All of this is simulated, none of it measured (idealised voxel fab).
Proc. module: voxel self aligned contacts
The width of the displayed cross-section, cut, is 280 nm; its cells are square, with a size of 5 nm.
A cross-section in this document is a grid of square cells, and it is written down as bands, the top band listed before the ones below it; a band is made up of one or more rows of cells.
Per band: top height and bottom height in nm, followed by the left-to-right materials and their widths in nm; "all across" marks a single material spanning edge to edge, "air" marks empty space.
Where do heights start? At 0: under that level the wafer as delivered is made of one material only. And the lowest band has no floor; it just carries on downward, as in "0 down".
When a width is written as two numbers, as in "30->40", the first number is the width in the top row of cells of the band and the second is the width in its bottom row, and the width changes by the same amount from each row to the next.
Basically "same as before" means that step didn't change any cell in the cross-section.
"Closed-off voids": empty spaces of 8 cells or more with no open way to the top, each given as width x height at distance, distance from the left edge, all in nm.
The remark found on a step's line after its settings is issued by the simulator itself and pertains to that step.
What "overlay nm" on a step's line means: if the step has a mask, that mask lay this far to the right of its planned place, or, when the value is negative, to the left.
### List of planned process steps
1 RECEIVE: material Si
2 CONFORMAL_DEP: material SiO2, thk nm 5
3 DIRECTIONAL_DEP: material polySi, thk nm 25
4 DIRECTIONAL_DEP: material SiN, thk nm 20
5 PATTERN: tone cover, mask id GATE, material resist, width nm 30, pitch nm 55, thk nm 20, overlay nm 0
6 DIRECTIONAL_ETCH: etch materials SiN, depth nm 20
7 DIRECTIONAL_ETCH: etch materials polySi, depth nm 25
8 STRIP: etch materials resist
9 CONFORMAL_DEP: material SiN, thk nm 5
10 DIRECTIONAL_ETCH: etch materials SiN, depth nm 5
11 FILL_DEP: material SiO2, thk nm 10
12 CMP: height nm 55
13 PATTERN: tone open, mask id CONTACT, material resist, width nm 25, pitch nm 55, thk nm 15, overlay nm 0
14 DIRECTIONAL_ETCH: etch materials SiO2, depth nm 55
15 STRIP: etch materials resist
16 CONFORMAL_DEP: material TiN, thk nm 5
17 FILL_DEP: material W, thk nm 10
18 CMP: height nm 55
19 CONFORMAL_DEP: material SiN, thk nm 5
Don't read the plan's width nm for step 13 as applying to every wafer: that's the first wafer's value, and the wafers differ in it, though they all start identical.
### Incoming state of the first of several wafers in cross-section: after step 1
0 down  Si all across
Closed-off voids: none
### Below: a row per wafer. Contents at end of module: for every material, cells gained since receipt (+) or lost since receipt (-); then closed voids
width nm 25, +182 SiN, +330 SiO2, +50 TiN, +20 W, +90 polySi, Closed-off voids: none
width nm 30, +182 SiN, +328 SiO2, +52 TiN, +20 W, +90 polySi, Closed-off voids: none
width nm 35, +182 SiN, +326 SiO2, +54 TiN, +20 W, +90 polySi, Closed-off voids: none
width nm 40, +182 SiN, +324 SiO2, +56 TiN, +20 W, +90 polySi, Closed-off voids: none
